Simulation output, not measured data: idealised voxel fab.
process module | voxel released beams
cross-section cut | 210 nm wide | cells 5 nm
A cross-section is a grid of square cells, given in bands from the top down. A band is one or more rows of cells.
Each band's line starts with the height of the band's top and of its bottom, in nm. Then come its materials from left to right, each with its width in nm. One material with "throughout" fills the band from edge to edge. "air" is empty space.
Height 0 is the level under which the wafer as received is all one material. The lowest band goes on downwards, as in "0 down".
A width such as "30 to 40" changes by the same amount from each row of cells to the next, from the band's top row to its bottom row.
"no change" after a step means that no cell of the cross-section changed.
closed voids: empty space of 8 cells or more with no open way to the top, each as width x height at its distance from the left edge, in nm
after a step's settings: what the simulator itself notes on the step
overlay nm, on a step with a mask: how far to the right of its planned place the mask lay; to the left if negative
plan
1 op RECEIVE | material Si
2 op CONFORMAL_DEP | material SiN | thk nm 10
3 op DIRECTIONAL_DEP | material SiO2 | thk nm 15
4 op DIRECTIONAL_DEP | material aC | thk nm 15
5 op PATTERN | tone open | mask id ANCHOR | material resist | width nm 45 | thk nm 30 | overlay nm 0
6 op DIRECTIONAL_ETCH | etch materials aC | depth nm 15
7 op STRIP | etch materials resist
8 op DIRECTIONAL_ETCH | etch materials SiO2 | depth nm 5
9 op STRIP | etch materials aC
10 op CONFORMAL_DEP | material W | thk nm 15
11 op DIRECTIONAL_DEP | material aC | thk nm 15
12 op PATTERN | tone cover | mask id BEAM | material resist | width nm 120 | thk nm 35 | overlay nm 0
13 op DIRECTIONAL_ETCH | etch materials aC | depth nm 15
14 op STRIP | etch materials resist
15 op DIRECTIONAL_ETCH | etch materials W | depth nm 15
16 op STRIP | etch materials aC
17 op STRIP | etch materials SiO2
varied across the wafers: depth nm of step 8. The plan shows the first wafer's value. All wafers start alike
first wafer as received, after step 1
  0 down: Si throughout
  closed voids: none
first wafer at the end, after step 17
  10 to 0: SiN throughout
  0 down: Si throughout
  closed voids: none
last wafer at the end
  40 to 25: air 40 | W 20 | air 15 | W 85 | air 50
  25 to 10: air 45 | W 45 | air 120
  10 to 0: SiN throughout
  0 down: Si throughout
  closed voids: none
each wafer at the end: cells of each material gained (+) or lost (-) since it was received, then its closed voids
depth nm 5 | +84 SiN | closed voids: none
depth nm 10 | +84 SiN | closed voids: none
depth nm 15 | +84 SiN | +90 W | closed voids: none
depth nm 20 | +84 SiN | +90 W | closed voids: none
depth nm 25 | +84 SiN | +90 W | closed voids: none
depth nm 30 | +84 SiN | +90 W | closed voids: none
